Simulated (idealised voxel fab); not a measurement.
Process module heading - voxel fin reveal
The cross-section on display is named cut; it measures 175 nm wide, and its cells are 5 nm squares.
Just so we're on the same page, the cross-sections are grids of square cells, and they're listed out in bands top to bottom, each band one or more rows deep. In this notation a band is specified by the heights of its top and bottom, in that order and in nm, after which its materials appear from left to right, each paired with its width in nm. The word "throughout" attached to a single material means that material fills the band from edge to edge; the word "blank" stands for empty space. Height is counted from the level 0, under which the received wafer is composed throughout of one material. The lowest of the bands is not closed at the bottom but continues downward, in the notation "0 nm and below". So if you see something like "30->40" for the width, read it as the top row of the band sitting at the first number and the bottom row at the second, with every row in between moving by the same amount as the last. "no alteration", as given for a step, is the statement that not any cell of the cross-section underwent a change during that step. Voids not open to the top, 8 cells minimum: see "Entrapped void list". Written width x height at distance; distance is from the left edge; nm. Post-settings text on a step line: simulator's own remark regarding the step. Each step line may optionally specify "overlay nm", which for a step with a mask gives the rightward distance between the mask's planned place and where it lay, a negative value indicating the leftward direction.

[Steps planned for the process]
- 1: op RECEIVE | material Si
- 2: op CONFORMAL_DEP | material SiN | thk nm 10
- 3: op MASKED_ETCH | tone cover | mask id FINS | width nm 15 | pitch nm 40 | etch materials SiN | depth nm 10 | overlay nm 0
- 4: op MASKED_ETCH | tone cover | mask id FINS | width nm 15 | pitch nm 40 | etch materials Si | depth nm 40 | overlay nm 0
- 5: op FILL_DEP | material SiO2 | thk nm 5
- 6: op CMP | height nm 10
- 7: op SELECTIVE_ETCH | etch materials SiO2 | depth nm 25
- 8: op STRIP | etch materials SiN
- 9: op CONFORMAL_DEP | material HfO2 | thk nm 5

[Delivered wafer in cross-section: state after step 1]
> 0 nm and below | Si throughout
> Entrapped void list: none

[The module was run from the start shown above using the plan shown above, but one mistake was made doing it; the resulting wafer cross-section is below]
> 0 nm to -15 nm | blank: 60 | Si: 15 | blank: 25 | Si: 15 | blank: 60
> -15 nm to -40 nm | SiO2: 60 | Si: 15 | SiO2: 25 | Si: 15 | SiO2: 60
> -40 nm and below | Si throughout
> Entrapped void list: none
So what did we get wrong on this run? it should be noted that step 9 of the plan was omitted and was not performed
